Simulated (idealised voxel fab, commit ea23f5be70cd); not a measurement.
process module | voxel self aligned contacts
cross-section cut | 290 nm wide | cells 5 nm
A cross-section is a grid of square cells, given in bands from the top down. A band is one or more rows of cells.
Each band's line starts with the height of the band's top and of its bottom, in nm. Then come its materials from left to right, each with its width in nm. One material with "throughout" fills the band from edge to edge. "air" is empty space.
Height 0 is the level under which the wafer as received is all one material. The lowest band goes on downwards, as in "0 down".
A width such as "30 to 40" changes by the same amount from each row of cells to the next, from the band's top row to its bottom row.
"no change" after a step means that no cell of the cross-section changed.
closed voids: empty space of 8 cells or more with no open way to the top, each as width x height at its distance from the left edge, in nm
after a step's settings: what the simulator itself notes on the step
overlay nm, on a step with a mask: how far to the right of its planned place the mask lay; to the left if negative
plan
1 op RECEIVE | material Si
2 op CONFORMAL_DEP | material SiO2 | thk nm 5
3 op DIRECTIONAL_DEP | material polySi | thk nm 30
4 op DIRECTIONAL_DEP | material SiN | thk nm 15
5 op DIRECTIONAL_DEP | material aC | thk nm 10
6 op PATTERN | tone cover | mask id GATE | material resist | width nm 35 | pitch nm 70 | thk nm 25 | overlay nm 0
7 op DIRECTIONAL_ETCH | etch materials aC | depth nm 10
8 op STRIP | etch materials resist
9 op DIRECTIONAL_ETCH | etch materials SiN | depth nm 15
10 op DIRECTIONAL_ETCH | etch materials polySi | depth nm 30
11 op STRIP | etch materials aC
12 op CONFORMAL_DEP | material SiN | thk nm 5
13 op DIRECTIONAL_ETCH | etch materials SiN | depth nm 5
14 op FILL_DEP | material SiO2 | thk nm 15
15 op CMP | height nm 60
16 op PATTERN | tone open | mask id CONTACT | material resist | width nm 45 | thk nm 15 | overlay nm 0
17 op DIRECTIONAL_ETCH | etch materials SiO2 | depth nm 60
18 op STRIP | etch materials resist
19 op CONFORMAL_DEP | material TiN | thk nm 5
20 op FILL_DEP | material W | thk nm 10
21 op CMP | height nm 60
22 op CONFORMAL_DEP | material SiN | thk nm 5
varied across the wafers: width nm of step 16. The plan shows the first wafer's value. All wafers start alike
first wafer as received, after step 1
  0 down: Si throughout
  closed voids: none
each wafer at the end: cells of each material gained (+) or lost (-) since it was received, then its closed voids
width nm 45 | +136 SiN | +466 SiO2 | +31 TiN | +37 W | +84 polySi | closed voids: none
width nm 50 | +136 SiN | +464 SiO2 | +32 TiN | +38 W | +84 polySi | closed voids: none
width nm 55 | +136 SiN | +462 SiO2 | +33 TiN | +39 W | +84 polySi | closed voids: none
width nm 60 | +136 SiN | +460 SiO2 | +34 TiN | +40 W | +84 polySi | closed voids: none
width nm 65 | +136 SiN | +458 SiO2 | +35 TiN | +41 W | +84 polySi | closed voids: none
width nm 70 | +136 SiN | +456 SiO2 | +36 TiN | +42 W | +84 polySi | closed voids: none
